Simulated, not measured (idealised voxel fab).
This section sets out a process module, namely voxel trench capacitor.
Cross-section cut: width 185 nm, square cells of 5 nm.
Cross-section, as written here: a square-cell grid given band by band from the top down, where a band holds one or more rows of cells.
Look at the band entry: it leads with the top's height and the bottom's height in nm. Then it lists the materials left to right, with a width in nm for each. The word "all across" on a single material says that material fills the band edge to edge. The word "blank" is empty space.
All heights in this document are referenced to 0, defined as the level beneath which the wafer, as received, consists entirely of one material. The lowest band is not bounded below; it extends indefinitely downward and is written in the form "0 nm and below".
A width such as "30 to 40" changes by the same amount from each row of cells to the next, from the band's top row to its bottom row.
"nothing changed" -> step changed no cross-section cell.
The label "Sealed internal cavities" introduces a list of the empty spaces, 8 cells or larger, that have no open way up to the top; each entry in it reads width x height at distance, where the distance is taken from the left edge and all three are stated in nm.
Note: text after step settings on the step line = simulator remark on that step.
overlay nm: step with mask; distance mask lay right of planned place; negative value = left of planned place.
The planned process steps are enumerated hereunder
step 1: RECEIVE (material Si)
step 2: CONFORMAL_DEP (material SiN; thk nm 5)
step 3: DIRECTIONAL_DEP (material aC; thk nm 15)
step 4: PATTERN (tone open; mask id TRENCH; material resist; width nm 25; pitch nm 40; thk nm 35; overlay nm 0)
step 5: DIRECTIONAL_ETCH (etch materials aC; depth nm 15)
step 6: STRIP (etch materials resist)
step 7: DIRECTIONAL_ETCH (etch materials SiN; depth nm 5)
step 8: DIRECTIONAL_ETCH (etch materials Si; depth nm 30)
step 9: STRIP (etch materials aC)
step 10: CONFORMAL_DEP (material HfO2; thk nm 5)
step 11: CONFORMAL_DEP (material TiN; thk nm 5)
step 12: FILL_DEP (material W; thk nm 10)
step 13: CMP (height nm 5)
Run as planned: first of two wafers
Wafer as received: cross-section following step 1
> 0 nm and below | Si all across
> Sealed internal cavities: none
State of the wafer after step 2, shown in cross-section
> 5 nm to 0 nm | SiN all across
> Lower than 0, everything is as it was.
State of the wafer after step 3, shown in cross-section
> 20 nm to 5 nm | aC all across
> Lower than 5, everything is as it was.
State of the wafer after step 4, shown in cross-section
> 55 nm to 20 nm | resist (40) | blank (25) | resist (15) | blank (25) | resist (15) | blank (25) | resist (40)
> Lower than 20, everything is as it was.
State of the wafer after step 5, shown in cross-section
> 40 nm to 20 nm | resist (40) | blank (25) | resist (15) | blank (25) | resist (15) | blank (25) | resist (40)
> 20 nm to 5 nm | aC (40) | blank (25) | aC (15) | blank (25) | aC (15) | blank (25) | aC (40)
> Lower than 5, everything is as it was.
State of the wafer after step 6, shown in cross-section
> 20 nm to 5 nm | aC (40) | blank (25) | aC (15) | blank (25) | aC (15) | blank (25) | aC (40)
> Lower than 5, everything is as it was.
State of the wafer after step 7, shown in cross-section
> 20 nm to 5 nm | aC (40) | blank (25) | aC (15) | blank (25) | aC (15) | blank (25) | aC (40)
> 5 nm to 0 nm | SiN (40) | blank (25) | SiN (15) | blank (25) | SiN (15) | blank (25) | SiN (40)
> Lower than 0, everything is as it was.
State of the wafer after step 8, shown in cross-section
> 20 nm to 5 nm | aC (40) | blank (25) | aC (15) | blank (25) | aC (15) | blank (25) | aC (40)
> 5 nm to 0 nm | SiN (40) | blank (25) | SiN (15) | blank (25) | SiN (15) | blank (25) | SiN (40)
> 0 nm to -30 nm | Si (40) | blank (25) | Si (15) | blank (25) | Si (15) | blank (25) | Si (40)
> Lower than -30, everything is as it was.
State of the wafer after step 9, shown in cross-section
> 5 nm to 0 nm | SiN (40) | blank (25) | SiN (15) | blank (25) | SiN (15) | blank (25) | SiN (40)
> Lower than 0, everything is as it was.
State of the wafer after step 10, shown in cross-section
> 10 nm to 5 nm | HfO2 (45) | blank (15) | HfO2 (25) | blank (15) | HfO2 (25) | blank (15) | HfO2 (45)
> 5 nm to 0 nm | SiN (40) | HfO2 (5) | blank (15) | HfO2 (5) | SiN (15) | HfO2 (5) | blank (15) | HfO2 (5) | SiN (15) | HfO2 (5) | blank (15) | HfO2 (5) | SiN (40)
> 0 nm to -25 nm | Si (40) | HfO2 (5) | blank (15) | HfO2 (5) | Si (15) | HfO2 (5) | blank (15) | HfO2 (5) | Si (15) | HfO2 (5) | blank (15) | HfO2 (5) | Si (40)
> -25 nm to -30 nm | Si (40) | HfO2 (25) | Si (15) | HfO2 (25) | Si (15) | HfO2 (25) | Si (40)
> Lower than -30, everything is as it was.
State of the wafer after step 11, shown in cross-section
> 15 nm to 10 nm | TiN (50) | blank (5) | TiN (35) | blank (5) | TiN (35) | blank (5) | TiN (50)
> 10 nm to 5 nm | HfO2 (45) | TiN (5) | blank (5) | TiN (5) | HfO2 (25) | TiN (5) | blank (5) | TiN (5) | HfO2 (25) | TiN (5) | blank (5) | TiN (5) | HfO2 (45)
> 5 nm to 0 nm | SiN (40) | HfO2 (5) | TiN (5) | blank (5) | TiN (5) | HfO2 (5) | SiN (15) | HfO2 (5) | TiN (5) | blank (5) | TiN (5) | HfO2 (5) | SiN (15) | HfO2 (5) | TiN (5) | blank (5) | TiN (5) | HfO2 (5) | SiN (40)
> 0 nm to -20 nm | Si (40) | HfO2 (5) | TiN (5) | blank (5) | TiN (5) | HfO2 (5) | Si (15) | HfO2 (5) | TiN (5) | blank (5) | TiN (5) | HfO2 (5) | Si (15) | HfO2 (5) | TiN (5) | blank (5) | TiN (5) | HfO2 (5) | Si (40)
> -20 nm to -25 nm | Si (40) | HfO2 (5) | TiN (15) | HfO2 (5) | Si (15) | HfO2 (5) | TiN (15) | HfO2 (5) | Si (15) | HfO2 (5) | TiN (15) | HfO2 (5) | Si (40)
> Lower than -25, everything is as it was.
State of the wafer after step 12, shown in cross-section
> 25 nm to 15 nm | W all across
> 15 nm to 10 nm | TiN (50) | W (5) | TiN (35) | W (5) | TiN (35) | W (5) | TiN (50)
> 10 nm to 5 nm | HfO2 (45) | TiN (5) | W (5) | TiN (5) | HfO2 (25) | TiN (5) | W (5) | TiN (5) | HfO2 (25) | TiN (5) | W (5) | TiN (5) | HfO2 (45)
> 5 nm to 0 nm | SiN (40) | HfO2 (5) | TiN (5) | W (5) | TiN (5) | HfO2 (5) | SiN (15) | HfO2 (5) | TiN (5) | W (5) | TiN (5) | HfO2 (5) | SiN (15) | HfO2 (5) | TiN (5) | W (5) | TiN (5) | HfO2 (5) | SiN (40)
> 0 nm to -20 nm | Si (40) | HfO2 (5) | TiN (5) | W (5) | TiN (5) | HfO2 (5) | Si (15) | HfO2 (5) | TiN (5) | W (5) | TiN (5) | HfO2 (5) | Si (15) | HfO2 (5) | TiN (5) | W (5) | TiN (5) | HfO2 (5) | Si (40)
> Lower than -20, everything is as it was.
State of the wafer after step 13, shown in cross-section
> 5 nm to 0 nm | SiN (40) | HfO2 (5) | TiN (5) | W (5) | TiN (5) | HfO2 (5) | SiN (15) | HfO2 (5) | TiN (5) | W (5) | TiN (5) | HfO2 (5) | SiN (15) | HfO2 (5) | TiN (5) | W (5) | TiN (5) | HfO2 (5) | SiN (40)
> Lower than 0, everything is as it was.
Second wafer, same starting conditions and recipe as the first, one mistake in executing it, nothing differs from the first up to and including step 9
What the second wafer looks like in cross-section when step 10 should have wrapped up
> 10 nm to 5 nm | TiN (45) | blank (15) | TiN (25) | blank (15) | TiN (25) | blank (15) | TiN (45)
> 5 nm to 0 nm | SiN (40) | TiN (5) | blank (15) | TiN (5) | SiN (15) | TiN (5) | blank (15) | TiN (5) | SiN (15) | TiN (5) | blank (15) | TiN (5) | SiN (40)
> 0 nm to -25 nm | Si (40) | TiN (5) | blank (15) | TiN (5) | Si (15) | TiN (5) | blank (15) | TiN (5) | Si (15) | TiN (5) | blank (15) | TiN (5) | Si (40)
> -25 nm to -30 nm | Si (40) | TiN (25) | Si (15) | TiN (25) | Si (15) | TiN (25) | Si (40)
> Lower than -30, everything is as it was.
What the second wafer looks like in cross-section when step 11 should have wrapped up
> 15 nm to 10 nm | HfO2 (50) | blank (5) | HfO2 (35) | blank (5) | HfO2 (35) | blank (5) | HfO2 (50)
> 10 nm to 5 nm | TiN (45) | HfO2 (5) | blank (5) | HfO2 (5) | TiN (25) | HfO2 (5) | blank (5) | HfO2 (5) | TiN (25) | HfO2 (5) | blank (5) | HfO2 (5) | TiN (45)
> 5 nm to 0 nm | SiN (40) | TiN (5) | HfO2 (5) | blank (5) | HfO2 (5) | TiN (5) | SiN (15) | TiN (5) | HfO2 (5) | blank (5) | HfO2 (5) | TiN (5) | SiN (15) | TiN (5) | HfO2 (5) | blank (5) | HfO2 (5) | TiN (5) | SiN (40)
> 0 nm to -20 nm | Si (40) | TiN (5) | HfO2 (5) | blank (5) | HfO2 (5) | TiN (5) | Si (15) | TiN (5) | HfO2 (5) | blank (5) | HfO2 (5) | TiN (5) | Si (15) | TiN (5) | HfO2 (5) | blank (5) | HfO2 (5) | TiN (5) | Si (40)
> -20 nm to -25 nm | Si (40) | TiN (5) | HfO2 (15) | TiN (5) | Si (15) | TiN (5) | HfO2 (15) | TiN (5) | Si (15) | TiN (5) | HfO2 (15) | TiN (5) | Si (40)
> Lower than -25, everything is as it was.
What the second wafer looks like in cross-section when step 12 should have wrapped up
> 25 nm to 15 nm | W all across
> 15 nm to 10 nm | HfO2 (50) | W (5) | HfO2 (35) | W (5) | HfO2 (35) | W (5) | HfO2 (50)
> 10 nm to 5 nm | TiN (45) | HfO2 (5) | W (5) | HfO2 (5) | TiN (25) | HfO2 (5) | W (5) | HfO2 (5) | TiN (25) | HfO2 (5) | W (5) | HfO2 (5) | TiN (45)
> 5 nm to 0 nm | SiN (40) | TiN (5) | HfO2 (5) | W (5) | HfO2 (5) | TiN (5) | SiN (15) | TiN (5) | HfO2 (5) | W (5) | HfO2 (5) | TiN (5) | SiN (15) | TiN (5) | HfO2 (5) | W (5) | HfO2 (5) | TiN (5) | SiN (40)
> 0 nm to -20 nm | Si (40) | TiN (5) | HfO2 (5) | W (5) | HfO2 (5) | TiN (5) | Si (15) | TiN (5) | HfO2 (5) | W (5) | HfO2 (5) | TiN (5) | Si (15) | TiN (5) | HfO2 (5) | W (5) | HfO2 (5) | TiN (5) | Si (40)
> Lower than -20, everything is as it was.
What the second wafer looks like in cross-section when step 13 should have wrapped up
> 5 nm to 0 nm | SiN (40) | TiN (5) | HfO2 (5) | W (5) | HfO2 (5) | TiN (5) | SiN (15) | TiN (5) | HfO2 (5) | W (5) | HfO2 (5) | TiN (5) | SiN (15) | TiN (5) | HfO2 (5) | W (5) | HfO2 (5) | TiN (5) | SiN (40)
> Lower than 0, everything is as it was.
Nonconformance to the process plan: so 10 and 11 got swapped relative to the plan, each ran where the other was supposed to
Materials where the second wafer ends with more or fewer cells than the first: 12 fewer of HfO2 | 12 more of TiN
